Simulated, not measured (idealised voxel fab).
Name of the process module below: voxel gate over fins
Pictured: cross-section cut, 205 nm wide, on a grid of 5 nm square cells.
A cross-section is written here as square cells arranged in a grid, and it is given in bands from the top down, each band taking up one or more rows of cells. The band entry comprises the height of the band's top followed by the height of its bottom, expressed in nm, and subsequently the band's materials from left to right, each stated together with its width in nm. Where a single material is marked with the word "throughout", that material fills the band from edge to edge. The word "air" represents empty space. Where do heights start? At 0: under that level the wafer as delivered is made of one material only. And the lowest band has no floor; it just carries on downward, as in "0..down". Width spec "30 to 40" -> top row of cells at first value, bottom row at second value, equal per-row change in between. Given "identical to before" for a step, no cell of the cross-section differs between before and after that step. Basically, "Sealed void list" tells you about the enclosed voids: empty spaces with no open way to the top, 8 cells or bigger, each written width x height at distance, where distance is from the left edge, all in nm. That trailing text on a step's line, after the settings, is the simulator's own remark on the step. Regarding "overlay nm": on a step with a mask, it is the distance the mask lay to the right of its planned place; a negative value places it to the left. What follows is a series of pairs. Each pair shows a cross-section before one process step and the cross-section after it, and the after view is drawn only down to the lowest band that changed. Beneath each pair is the step that lies between the two, with its settings. Pairs may come from different runs of this module on the same starting wafer, so a pair continues from the one above it only where its entry headed "Pre-process state" says so.

## Pre-process state
    0..down = Si throughout
    Sealed void list: none

## Step Result
    5..0 = SiN throughout
    Everything under 0 stays put, no change at all.
    Sealed void list: none
Step that separates the before view from the after view above: CONFORMAL_DEP [material SiN] [thk nm 5]

Pre-process state: equal to the after panel directly above.

## Step Result
    5..0 = 75 air  15 SiN  25 air  15 SiN  75 air
    Everything under 0 stays put, no change at all.
    Sealed void list: none
Step that separates the before view from the after view above: MASKED_ETCH [tone cover] [mask id FINS] [width nm 15] [pitch nm 40] [etch materials SiN] [depth nm 5] [overlay nm 0]

Pre-process state: equal to the after panel directly above.

## Step Result
    5..0 = 75 air  15 SiN  25 air  15 SiN  75 air
    0..-40 = 75 air  15 Si  25 air  15 Si  75 air
    Everything under -40 stays put, no change at all.
    Sealed void list: none
Step that separates the before view from the after view above: MASKED_ETCH [tone cover] [mask id FINS] [width nm 15] [pitch nm 40] [etch materials Si] [depth nm 40] [overlay nm 0]

Pre-process state: equal to the after panel directly above.

## Step Result
    5..0 = 75 air  15 SiN  25 air  15 SiN  75 air
    0..-40 = 75 air  5 SiO2  5 Si  5 SiO2  25 air  5 SiO2  5 Si  5 SiO2  75 air
    -40..-45 = 80 SiO2  5 Si  35 SiO2  5 Si  80 SiO2
    Everything under -45 stays put, no change at all.
    Sealed void list: none
Step that separates the before view from the after view above: OXIDIZE [depth nm 5]

Pre-process state: equal to the after panel directly above.

## Step Result
    10..5 = SiO2 throughout
    5..0 = 75 SiO2  15 SiN  25 SiO2  15 SiN  75 SiO2
    0..-45 = 80 SiO2  5 Si  35 SiO2  5 Si  80 SiO2
    Everything under -45 stays put, no change at all.
    Sealed void list: none
Step that separates the before view from the after view above: FILL_DEP [material SiO2] [thk nm 5]

Pre-process state: equal to the after panel directly above.

## Step Result
    5..0 = 75 SiO2  15 SiN  25 SiO2  15 SiN  75 SiO2
    Everything under 0 stays put, no change at all.
    Sealed void list: none
Step that separates the before view from the after view above: CMP [height nm 5]

Pre-process state: equal to the after panel directly above.

## Step Result
    5..0 = 75 air  15 SiN  25 air  15 SiN  75 air
    0..-10 = 80 air  5 Si  35 air  5 Si  80 air
    Everything under -10 stays put, no change at all.
    Sealed void list: none
Step that separates the before view from the after view above: SELECTIVE_ETCH [etch materials SiO2] [depth nm 15]

Pre-process state: equal to the after panel directly above.

## Step Result
    0..-10 = 80 air  5 Si  35 air  5 Si  80 air
    Everything under -10 stays put, no change at all.
    Sealed void list: none
Step that separates the before view from the after view above: STRIP [etch materials SiN]

Pre-process state: equal to the after panel directly above.

## Step Result
    5..0 = 75 air  15 HfO2  25 air  15 HfO2  75 air
    0..-5 = 75 air  5 HfO2  5 Si  5 HfO2  25 air  5 HfO2  5 Si  5 HfO2  75 air
    -5..-10 = 80 HfO2  5 Si  35 HfO2  5 Si  80 HfO2
    Everything under -10 stays put, no change at all.
    Sealed void list: none
Step that separates the before view from the after view above: CONFORMAL_DEP [material HfO2] [thk nm 5]

Pre-process state: equal to the after panel directly above.

## Step Result
    10..5 = 70 air  25 TiN  15 air  25 TiN  70 air
    5..0 = 70 air  5 TiN  15 HfO2  5 TiN  15 air  5 TiN  15 HfO2  5 TiN  70 air
    0..-5 = 75 TiN  5 HfO2  5 Si  5 HfO2  25 TiN  5 HfO2  5 Si  5 HfO2  75 TiN
    Everything under -5 stays put, no change at all.
    Sealed void list: none
Step that separates the before view from the after view above: CONFORMAL_DEP [material TiN] [thk nm 5]

Pre-process state: equal to the after panel directly above.

## Step Result
    25..10 = W throughout
    10..5 = 70 W  25 TiN  15 W  25 TiN  70 W
    5..0 = 70 W  5 TiN  15 HfO2  5 TiN  15 W  5 TiN  15 HfO2  5 TiN  70 W
    Everything under 0 stays put, no change at all.
    Sealed void list: none
Step that separates the before view from the after view above: FILL_DEP [material W] [thk nm 15]

Pre-process state: equal to the after panel directly above.

## Step Result
    20..10 = W throughout
    Everything under 10 stays put, no change at all.
    Sealed void list: none
Step that separates the before view from the after view above: CMP [height nm 20]

Pre-process state: equal to the after panel directly above.

## Step Result
    30..20 = SiCN throughout
    Everything under 20 stays put, no change at all.
    Sealed void list: none
Step that separates the before view from the after view above: CONFORMAL_DEP [material SiCN] [thk nm 10]

## Pre-process state
    0..down = Si throughout
    Sealed void list: none

## Step Result
    0..-40 = 75 air  15 Si  25 air  15 Si  75 air
    Everything under -40 stays put, no change at all.
    Sealed void list: none
Step that separates the before view from the after view above: MASKED_ETCH [tone cover] [mask id FINS] [width nm 15] [pitch nm 40] [etch materials Si] [depth nm 40] [overlay nm 0]

Pre-process state: equal to the after panel directly above.

## Step Result
    0..-5 = 75 air  15 SiO2  25 air  15 SiO2  75 air
    -5..-40 = 75 air  5 SiO2  5 Si  5 SiO2  25 air  5 SiO2  5 Si  5 SiO2  75 air
    -40..-45 = 80 SiO2  5 Si  35 SiO2  5 Si  80 SiO2
    Everything under -45 stays put, no change at all.
    Sealed void list: none
Step that separates the before view from the after view above: OXIDIZE [depth nm 5]

Pre-process state: equal to the after panel directly above.

## Step Result
    5..-5 = SiO2 throughout
    -5..-45 = 80 SiO2  5 Si  35 SiO2  5 Si  80 SiO2
    Everything under -45 stays put, no change at all.
    Sealed void list: none
Step that separates the before view from the after view above: FILL_DEP [material SiO2] [thk nm 5]

Pre-process state: equal to the after panel directly above.

## Step Result
    -5..-10 = 80 air  5 Si  35 air  5 Si  80 air
    Everything under -10 stays put, no change at all.
    Sealed void list: none
Step that separates the before view from the after view above: SELECTIVE_ETCH [etch materials SiO2] [depth nm 15]

Pre-process state: equal to the after panel directly above.

## Step Result
    0..-5 = 75 air  15 HfO2  25 air  15 HfO2  75 air
    -5..-10 = 80 HfO2  5 Si  35 HfO2  5 Si  80 HfO2
    Everything under -10 stays put, no change at all.
    Sealed void list: none
Step that separates the before view from the after view above: CONFORMAL_DEP [material HfO2] [thk nm 5]

Pre-process state: equal to the after panel directly above.

## Step Result
    5..0 = 70 air  25 TiN  15 air  25 TiN  70 air
    0..-5 = 75 TiN  15 HfO2  25 TiN  15 HfO2  75 TiN
    Everything under -5 stays put, no change at all.
    Sealed void list: none
Step that separates the before view from the after view above: CONFORMAL_DEP [material TiN] [thk nm 5]

Pre-process state: equal to the after panel directly above.

## Step Result
    20..5 = W throughout
    5..0 = 70 W  25 TiN  15 W  25 TiN  70 W
    Everything under 0 stays put, no change at all.
    Sealed void list: none
Step that separates the before view from the after view above: FILL_DEP [material W] [thk nm 15]

Pre-process state: equal to the after panel directly above.

## Step Result
    30..20 = SiCN throughout
    Everything under 20 stays put, no change at all.
    Sealed void list: none
Step that separates the before view from the after view above: CONFORMAL_DEP [material SiCN] [thk nm 10]

## Pre-process state
    5..0 = 75 air  15 SiN  25 air  15 SiN  75 air
    0..-10 = 80 air  5 Si  35 air  5 Si  80 air
    -10..-45 = 80 SiO2  5 Si  35 SiO2  5 Si  80 SiO2
    -45..down = Si throughout
    Sealed void list: none

## Step Result
    5..0 = 75 air  15 SiN  25 air  15 SiN  75 air
    0..-25 = 80 air  5 Si  35 air  5 Si  80 air
    Everything under -25 stays put, no change at all.
    Sealed void list: none
Step that separates the before view from the after view above: SELECTIVE_ETCH [etch materials SiO2] [depth nm 15]

Pre-process state: equal to the after panel directly above.

## Step Result
    0..-25 = 80 air  5 Si  35 air  5 Si  80 air
    Everything under -25 stays put, no change at all.
    Sealed void list: none
Step that separates the before view from the after view above: STRIP [etch materials SiN]

Pre-process state: equal to the after panel directly above.

## Step Result
    5..0 = 75 air  15 HfO2  25 air  15 HfO2  75 air
    0..-20 = 75 air  5 HfO2  5 Si  5 HfO2  25 air  5 HfO2  5 Si  5 HfO2  75 air
    -20..-25 = 80 HfO2  5 Si  35 HfO2  5 Si  80 HfO2
    Everything under -25 stays put, no change at all.
    Sealed void list: none
Step that separates the before view from the after view above: CONFORMAL_DEP [material HfO2] [thk nm 5]

Pre-process state: equal to the after panel directly above.

## Step Result
    10..5 = 70 air  25 TiN  15 air  25 TiN  70 air
    5..0 = 70 air  5 TiN  15 HfO2  5 TiN  15 air  5 TiN  15 HfO2  5 TiN  70 air
    0..-15 = 70 air  5 TiN  5 HfO2  5 Si  5 HfO2  5 TiN  15 air  5 TiN  5 HfO2  5 Si  5 HfO2  5 TiN  70 air
    -15..-20 = 75 TiN  5 HfO2  5 Si  5 HfO2  25 TiN  5 HfO2  5 Si  5 HfO2  75 TiN
    Everything under -20 stays put, no change at all.
    Sealed void list: none
Step that separates the before view from the after view above: CONFORMAL_DEP [material TiN] [thk nm 5]

Pre-process state: equal to the after panel directly above.

## Step Result
    25..10 = W throughout
    10..5 = 70 W  25 TiN  15 W  25 TiN  70 W
    5..0 = 70 W  5 TiN  15 HfO2  5 TiN  15 W  5 TiN  15 HfO2  5 TiN  70 W
    0..-15 = 70 W  5 TiN  5 HfO2  5 Si  5 HfO2  5 TiN  15 W  5 TiN  5 HfO2  5 Si  5 HfO2  5 TiN  70 W
    Everything under -15 stays put, no change at all.
    Sealed void list: none
Step that separates the before view from the after view above: FILL_DEP [material W] [thk nm 15]

Pre-process state: equal to the after panel directly above.

## Step Result
    20..10 = W throughout
    Everything under 10 stays put, no change at all.
    Sealed void list: none
Step that separates the before view from the after view above: CMP [height nm 20]

Pre-process state: equal to the after panel directly above.

## Step Result
    30..20 = SiCN throughout
    Everything under 20 stays put, no change at all.
    Sealed void list: none
Step that separates the before view from the after view above: CONFORMAL_DEP [material SiCN] [thk nm 10]

## Pre-process state
    0..-10 = 80 air  5 Si  35 air  5 Si  80 air
    -10..-45 = 80 SiO2  5 Si  35 SiO2  5 Si  80 SiO2
    -45..down = Si throughout
    Sealed void list: none

## Step Result
    5..0 = 75 air  15 TiN  25 air  15 TiN  75 air
    0..-5 = 75 air  5 TiN  5 Si  5 TiN  25 air  5 TiN  5 Si  5 TiN  75 air
    -5..-10 = 80 TiN  5 Si  35 TiN  5 Si  80 TiN
    Everything under -10 stays put, no change at all.
    Sealed void list: none
Step that separates the before view from the after view above: CONFORMAL_DEP [material TiN] [thk nm 5]

Pre-process state: equal to the after panel directly above.

## Step Result
    10..5 = 70 air  25 HfO2  15 air  25 HfO2  70 air
    5..0 = 70 air  5 HfO2  15 TiN  5 HfO2  15 air  5 HfO2  15 TiN  5 HfO2  70 air
    0..-5 = 75 HfO2  5 TiN  5 Si  5 TiN  25 HfO2  5 TiN  5 Si  5 TiN  75 HfO2
    Everything under -5 stays put, no change at all.
    Sealed void list: none
Step that separates the before view from the after view above: CONFORMAL_DEP [material HfO2] [thk nm 5]

Pre-process state: equal to the after panel directly above.

## Step Result
    25..10 = W throughout
    10..5 = 70 W  25 HfO2  15 W  25 HfO2  70 W
    5..0 = 70 W  5 HfO2  15 TiN  5 HfO2  15 W  5 HfO2  15 TiN  5 HfO2  70 W
    Everything under 0 stays put, no change at all.
    Sealed void list: none
Step that separates the before view from the after view above: FILL_DEP [material W] [thk nm 15]

Pre-process state: equal to the after panel directly above.

## Step Result
    20..10 = W throughout
    Everything under 10 stays put, no change at all.
    Sealed void list: none
Step that separates the before view from the after view above: CMP [height nm 20]

Pre-process state: equal to the after panel directly above.

## Step Result
    30..20 = SiCN throughout
    Everything under 20 stays put, no change at all.
    Sealed void list: none
Step that separates the before view from the after view above: CONFORMAL_DEP [material SiCN] [thk nm 10]

## Pre-process state
    5..0 = 75 SiO2  15 SiN  25 SiO2  15 SiN  75 SiO2
    0..-45 = 80 SiO2  5 Si  35 SiO2  5 Si  80 SiO2
    -45..down = Si throughout
    Sealed void list: none

## Step Result
    5..0 = 75 air  15 SiN  25 air  15 SiN  75 air
    0..-20 = 80 air  5 Si  35 air  5 Si  80 air
    Everything under -20 stays put, no change at all.
    Sealed void list: none
Step that separates the before view from the after view above: SELECTIVE_ETCH [etch materials SiO2] [depth nm 25]

Pre-process state: equal to the after panel directly above.

## Step Result
    0..-20 = 80 air  5 Si  35 air  5 Si  80 air
    Everything under -20 stays put, no change at all.
    Sealed void list: none
Step that separates the before view from the after view above: STRIP [etch materials SiN]

Pre-process state: equal to the after panel directly above.

## Step Result
    5..0 = 75 air  15 HfO2  25 air  15 HfO2  75 air
    0..-15 = 75 air  5 HfO2  5 Si  5 HfO2  25 air  5 HfO2  5 Si  5 HfO2  75 air
    -15..-20 = 80 HfO2  5 Si  35 HfO2  5 Si  80 HfO2
    Everything under -20 stays put, no change at all.
    Sealed void list: none
Step that separates the before view from the after view above: CONFORMAL_DEP [material HfO2] [thk nm 5]

Pre-process state: equal to the after panel directly above.

## Step Result
    10..5 = 70 air  25 TiN  15 air  25 TiN  70 air
    5..0 = 70 air  5 TiN  15 HfO2  5 TiN  15 air  5 TiN  15 HfO2  5 TiN  70 air
    0..-10 = 70 air  5 TiN  5 HfO2  5 Si  5 HfO2  5 TiN  15 air  5 TiN  5 HfO2  5 Si  5 HfO2  5 TiN  70 air
    -10..-15 = 75 TiN  5 HfO2  5 Si  5 HfO2  25 TiN  5 HfO2  5 Si  5 HfO2  75 TiN
    Everything under -15 stays put, no change at all.
    Sealed void list: none
Step that separates the before view from the after view above: CONFORMAL_DEP [material TiN] [thk nm 5]

Pre-process state: equal to the after panel directly above.

## Step Result
    25..10 = W throughout
    10..5 = 70 W  25 TiN  15 W  25 TiN  70 W
    5..0 = 70 W  5 TiN  15 HfO2  5 TiN  15 W  5 TiN  15 HfO2  5 TiN  70 W
    0..-10 = 70 W  5 TiN  5 HfO2  5 Si  5 HfO2  5 TiN  15 W  5 TiN  5 HfO2  5 Si  5 HfO2  5 TiN  70 W
    Everything under -10 stays put, no change at all.
    Sealed void list: none
Step that separates the before view from the after view above: FILL_DEP [material W] [thk nm 15]

Pre-process state: equal to the after panel directly above.

## Step Result
    20..10 = W throughout
    Everything under 10 stays put, no change at all.
    Sealed void list: none
Step that separates the before view from the after view above: CMP [height nm 20]

Pre-process state: equal to the after panel directly above.

## Step Result
    30..20 = SiCN throughout
    Everything under 20 stays put, no change at all.
    Sealed void list: none
Step that separates the before view from the after view above: CONFORMAL_DEP [material SiCN] [thk nm 10]

## Pre-process state
    5..0 = SiN throughout
    0..down = Si throughout
    Sealed void list: none

## Step Result
    5..0 = 75 air  20 SiN  20 air  20 SiN  70 air
    Everything under 0 stays put, no change at all.
    Sealed void list: none
Step that separates the before view from the after view above: MASKED_ETCH [tone cover] [mask id FINS] [width nm 20] [pitch nm 40] [etch materials SiN] [depth nm 5] [overlay nm 0]

Pre-process state: equal to the after panel directly above.

## Step Result
    5..0 = 75 air  20 SiN  20 air  20 SiN  70 air
    0..-40 = 75 air  20 Si  20 air  20 Si  70 air
    Everything under -40 stays put, no change at all.
    Sealed void list: none
Step that separates the before view from the after view above: MASKED_ETCH [tone cover] [mask id FINS] [width nm 15] [pitch nm 40] [etch materials Si] [depth nm 40] [overlay nm 0]

Pre-process state: equal to the after panel directly above.

## Step Result
    5..0 = 75 air  20 SiN  20 air  20 SiN  70 air
    0..-40 = 75 air  5 SiO2  10 Si  5 SiO2  20 air  5 SiO2  10 Si  5 SiO2  70 air
    -40..-45 = 80 SiO2  10 Si  30 SiO2  10 Si  75 SiO2
    Everything under -45 stays put, no change at all.
    Sealed void list: none
Step that separates the before view from the after view above: OXIDIZE [depth nm 5]

Pre-process state: equal to the after panel directly above.

## Step Result
    10..5 = SiO2 throughout
    5..0 = 75 SiO2  20 SiN  20 SiO2  20 SiN  70 SiO2
    0..-45 = 80 SiO2  10 Si  30 SiO2  10 Si  75 SiO2
    Everything under -45 stays put, no change at all.
    Sealed void list: none
Step that separates the before view from the after view above: FILL_DEP [material SiO2] [thk nm 5]

Pre-process state: equal to the after panel directly above.

## Step Result
    5..0 = 75 SiO2  20 SiN  20 SiO2  20 SiN  70 SiO2
    Everything under 0 stays put, no change at all.
    Sealed void list: none
Step that separates the before view from the after view above: CMP [height nm 5]

Pre-process state: equal to the after panel directly above.

## Step Result
    5..0 = 75 air  20 SiN  20 air  20 SiN  70 air
    0..-10 = 80 air  10 Si  30 air  10 Si  75 air
    Everything under -10 stays put, no change at all.
    Sealed void list: none
Step that separates the before view from the after view above: SELECTIVE_ETCH [etch materials SiO2] [depth nm 15]

Pre-process state: equal to the after panel directly above.

## Step Result
    0..-10 = 80 air  10 Si  30 air  10 Si  75 air
    Everything under -10 stays put, no change at all.
    Sealed void list: none
Step that separates the before view from the after view above: STRIP [etch materials SiN]

Pre-process state: equal to the after panel directly above.

## Step Result
    5..0 = 75 air  20 HfO2  20 air  20 HfO2  70 air
    0..-5 = 75 air  5 HfO2  10 Si  5 HfO2  20 air  5 HfO2  10 Si  5 HfO2  70 air
    -5..-10 = 80 HfO2  10 Si  30 HfO2  10 Si  75 HfO2
    Everything under -10 stays put, no change at all.
    Sealed void list: none
Step that separates the before view from the after view above: CONFORMAL_DEP [material HfO2] [thk nm 5]

Pre-process state: equal to the after panel directly above.

## Step Result
    10..5 = 70 air  30 TiN  10 air  30 TiN  65 air
    5..0 = 70 air  5 TiN  20 HfO2  5 TiN  10 air  5 TiN  20 HfO2  5 TiN  65 air
    0..-5 = 75 TiN  5 HfO2  10 Si  5 HfO2  20 TiN  5 HfO2  10 Si  5 HfO2  70 TiN
    Everything under -5 stays put, no change at all.
    Sealed void list: none
Step that separates the before view from the after view above: CONFORMAL_DEP [material TiN] [thk nm 5]

Pre-process state: equal to the after panel directly above.

## Step Result
    25..10 = W throughout
    10..5 = 70 W  30 TiN  10 W  30 TiN  65 W
    5..0 = 70 W  5 TiN  20 HfO2  5 TiN  10 W  5 TiN  20 HfO2  5 TiN  65 W
    Everything under 0 stays put, no change at all.
    Sealed void list: none
Step that separates the before view from the after view above: FILL_DEP [material W] [thk nm 15]

Pre-process state: equal to the after panel directly above.

## Step Result
    20..10 = W throughout
    Everything under 10 stays put, no change at all.
    Sealed void list: none
Step that separates the before view from the after view above: CMP [height nm 20]

Pre-process state: equal to the after panel directly above.

## Step Result
    30..20 = SiCN throughout
    Everything under 20 stays put, no change at all.
    Sealed void list: none
Step that separates the before view from the after view above: CONFORMAL_DEP [material SiCN] [thk nm 10]

## Pre-process state
    5..0 = 75 air  15 SiN  25 air  15 SiN  75 air
    0..down = Si throughout
    Sealed void list: none

## Step Result
    5..0 = 75 air  15 SiN  25 air  15 SiN  75 air
    0..-40 = 70 air  20 Si  20 air  20 Si  75 air
    Everything under -40 stays put, no change at all.
    Sealed void list: none
Step that separates the before view from the after view above: MASKED_ETCH [tone cover] [mask id FINS] [width nm 15] [pitch nm 40] [etch materials Si] [depth nm 40] [overlay nm -5]

Pre-process state: equal to the after panel directly above.

## Step Result
    5..0 = 75 air  15 SiN  25 air  15 SiN  75 air
    0..-5 = 70 air  10 SiO2  5 Si  5 SiO2  20 air  10 SiO2  5 Si  5 SiO2  75 air
    -5..-40 = 70 air  5 SiO2  10 Si  5 SiO2  20 air  5 SiO2  10 Si  5 SiO2  75 air
    -40..-45 = 75 SiO2  10 Si  30 SiO2  10 Si  80 SiO2
    Everything under -45 stays put, no change at all.
    Sealed void list: none
Step that separates the before view from the after view above: OXIDIZE [depth nm 5]

Pre-process state: equal to the after panel directly above.

## Step Result
    10..5 = SiO2 throughout
    5..0 = 75 SiO2  15 SiN  25 SiO2  15 SiN  75 SiO2
    0..-5 = 80 SiO2  5 Si  35 SiO2  5 Si  80 SiO2
    -5..-45 = 75 SiO2  10 Si  30 SiO2  10 Si  80 SiO2
    Everything under -45 stays put, no change at all.
    Sealed void list: none
Step that separates the before view from the after view above: FILL_DEP [material SiO2] [thk nm 5]

Pre-process state: equal to the after panel directly above.

## Step Result
    5..0 = 75 SiO2  15 SiN  25 SiO2  15 SiN  75 SiO2
    Everything under 0 stays put, no change at all.
    Sealed void list: none
Step that separates the before view from the after view above: CMP [height nm 5]

Pre-process state: equal to the after panel directly above.

## Step Result
    5..0 = 75 air  15 SiN  25 air  15 SiN  75 air
    0..-10 = 80 to 75 air  5 to 10 Si  35 to 30 air  5 to 10 Si  80 air
    Everything under -10 stays put, no change at all.
    Sealed void list: none
Step that separates the before view from the after view above: SELECTIVE_ETCH [etch materials SiO2] [depth nm 15]

Pre-process state: equal to the after panel directly above.

## Step Result
    0..-10 = 80 to 75 air  5 to 10 Si  35 to 30 air  5 to 10 Si  80 air
    Everything under -10 stays put, no change at all.
    Sealed void list: none
Step that separates the before view from the after view above: STRIP [etch materials SiN]

Pre-process state: equal to the after panel directly above.

## Step Result
    5..0 = 75 air  15 HfO2  25 air  15 HfO2  75 air
    0..-5 = 70 air  10 HfO2  5 Si  5 HfO2  20 air  10 HfO2  5 Si  5 HfO2  75 air
    -5..-10 = 75 HfO2  10 Si  30 HfO2  10 Si  80 HfO2
    Everything under -10 stays put, no change at all.
    Sealed void list: none
Step that separates the before view from the after view above: CONFORMAL_DEP [material HfO2] [thk nm 5]

Pre-process state: equal to the after panel directly above.

## Step Result
    10..5 = 70 air  25 TiN  15 air  25 TiN  70 air
    5..0 = 65 air  10 TiN  15 HfO2  5 TiN  10 air  10 TiN  15 HfO2  5 TiN  70 air
    0..-5 = 70 TiN  10 HfO2  5 Si  5 HfO2  20 TiN  10 HfO2  5 Si  5 HfO2  75 TiN
    Everything under -5 stays put, no change at all.
    Sealed void list: none
Step that separates the before view from the after view above: CONFORMAL_DEP [material TiN] [thk nm 5]

Pre-process state: equal to the after panel directly above.

## Step Result
    25..10 = W throughout
    10..5 = 70 W  25 TiN  15 W  25 TiN  70 W
    5..0 = 65 W  10 TiN  15 HfO2  5 TiN  10 W  10 TiN  15 HfO2  5 TiN  70 W
    Everything under 0 stays put, no change at all.
    Sealed void list: none
Step that separates the before view from the after view above: FILL_DEP [material W] [thk nm 15]

Pre-process state: equal to the after panel directly above.

## Step Result
    20..10 = W throughout
    Everything under 10 stays put, no change at all.
    Sealed void list: none
Step that separates the before view from the after view above: CMP [height nm 20]

Pre-process state: equal to the after panel directly above.

## Step Result
    30..20 = SiCN throughout
    Everything under 20 stays put, no change at all.
    Sealed void list: none
Step that separates the before view from the after view above: CONFORMAL_DEP [material SiCN] [thk nm 10]

## Pre-process state
    5..0 = 75 air  15 HfO2  25 air  15 HfO2  75 air
    0..-5 = 75 air  5 HfO2  5 Si  5 HfO2  25 air  5 HfO2  5 Si  5 HfO2  75 air
    -5..-10 = 80 HfO2  5 Si  35 HfO2  5 Si  80 HfO2
    -10..-45 = 80 SiO2  5 Si  35 SiO2  5 Si  80 SiO2
    -45..down = Si throughout
    Sealed void list: none

## Step Result
    10..5 = 70 air  25 SiCN  15 air  25 SiCN  70 air
    5..0 = 70 air  5 SiCN  15 HfO2  5 SiCN  15 air  5 SiCN  15 HfO2  5 SiCN  70 air
    0..-5 = 75 SiCN  5 HfO2  5 Si  5 HfO2  25 SiCN  5 HfO2  5 Si  5 HfO2  75 SiCN
    Everything under -5 stays put, no change at all.
    Sealed void list: none
Step that separates the before view from the after view above: CONFORMAL_DEP [material SiCN] [thk nm 5]

Pre-process state: equal to the after panel directly above.

## Step Result
    25..10 = W throughout
    10..5 = 70 W  25 SiCN  15 W  25 SiCN  70 W
    5..0 = 70 W  5 SiCN  15 HfO2  5 SiCN  15 W  5 SiCN  15 HfO2  5 SiCN  70 W
    Everything under 0 stays put, no change at all.
    Sealed void list: none
Step that separates the before view from the after view above: FILL_DEP [material W] [thk nm 15]

Pre-process state: equal to the after panel directly above.

## Step Result
    20..10 = W throughout
    Everything under 10 stays put, no change at all.
    Sealed void list: none
Step that separates the before view from the after view above: CMP [height nm 20]

Pre-process state: equal to the after panel directly above.

## Step Result
    30..20 = SiCN throughout
    Everything under 20 stays put, no change at all.
    Sealed void list: none
Step that separates the before view from the after view above: CONFORMAL_DEP [material SiCN] [thk nm 10]

## Pre-process state
    5..0 = SiN throughout
    0..down = Si throughout
    Sealed void list: none

## Step Result
    5..0 = 75 SiN  15 air  25 SiN  15 air  75 SiN
    Everything under 0 stays put, no change at all.
    Sealed void list: none
Step that separates the before view from the after view above: MASKED_ETCH [tone open] [mask id FINS] [width nm 15] [pitch nm 40] [etch materials SiN] [depth nm 5] [overlay nm 0]

Pre-process state: equal to the after panel directly above.

## Step Result
    5..0 = 75 SiN  15 air  25 SiN  15 air  75 SiN
    0..-5 = 70 Si  25 SiO2  15 Si  25 SiO2  70 Si
    Everything under -5 stays put, no change at all.
    Sealed void list: none
Step that separates the before view from the after view above: OXIDIZE [depth nm 5]

Pre-process state: equal to the after panel directly above.

## Step Result
    10..5 = SiO2 throughout
    5..0 = 75 SiN  15 SiO2  25 SiN  15 SiO2  75 SiN
    Everything under 0 stays put, no change at all.
    Sealed void list: none
Step that separates the before view from the after view above: FILL_DEP [material SiO2] [thk nm 5]

Pre-process state: equal to the after panel directly above.

## Step Result
    5..0 = 75 SiN  15 SiO2  25 SiN  15 SiO2  75 SiN
    Everything under 0 stays put, no change at all.
    Sealed void list: none
Step that separates the before view from the after view above: CMP [height nm 5]

Pre-process state: equal to the after panel directly above.

## Step Result
    5..0 = 75 SiN  15 air  25 SiN  15 air  75 SiN
    0..-5 = 70 Si  25 air  15 Si  25 air  70 Si
    Everything under -5 stays put, no change at all.
    Sealed void list: none
Step that separates the before view from the after view above: SELECTIVE_ETCH [etch materials SiO2] [depth nm 15]

Pre-process state: equal to the after panel directly above.

## Step Result
    0..-5 = 70 Si  25 air  15 Si  25 air  70 Si
    Everything under -5 stays put, no change at all.
    Sealed void list: none
Step that separates the before view from the after view above: STRIP [etch materials SiN]

Pre-process state: equal to the after panel directly above.

## Step Result
    5..0 = 75 HfO2  15 air  25 HfO2  15 air  75 HfO2
    0..-5 = 70 Si  25 HfO2  15 Si  25 HfO2  70 Si
    Everything under -5 stays put, no change at all.
    Sealed void list: none
Step that separates the before view from the after view above: CONFORMAL_DEP [material HfO2] [thk nm 5]

Pre-process state: equal to the after panel directly above.

## Step Result
    10..5 = 80 TiN  5 air  35 TiN  5 air  80 TiN
    5..0 = 75 HfO2  15 TiN  25 HfO2  15 TiN  75 HfO2
    Everything under 0 stays put, no change at all.
    Sealed void list: none
Step that separates the before view from the after view above: CONFORMAL_DEP [material TiN] [thk nm 5]

Pre-process state: equal to the after panel directly above.

## Step Result
    25..10 = W throughout
    10..5 = 80 TiN  5 W  35 TiN  5 W  80 TiN
    Everything under 5 stays put, no change at all.
    Sealed void list: none
Step that separates the before view from the after view above: FILL_DEP [material W] [thk nm 15]

Pre-process state: equal to the after panel directly above.

## Step Result
    20..10 = W throughout
    Everything under 10 stays put, no change at all.
    Sealed void list: none
Step that separates the before view from the after view above: CMP [height nm 20]

Pre-process state: equal to the after panel directly above.

## Step Result
    30..20 = SiCN throughout
    Everything under 20 stays put, no change at all.
    Sealed void list: none
Step that separates the before view from the after view above: CONFORMAL_DEP [material SiCN] [thk nm 10]
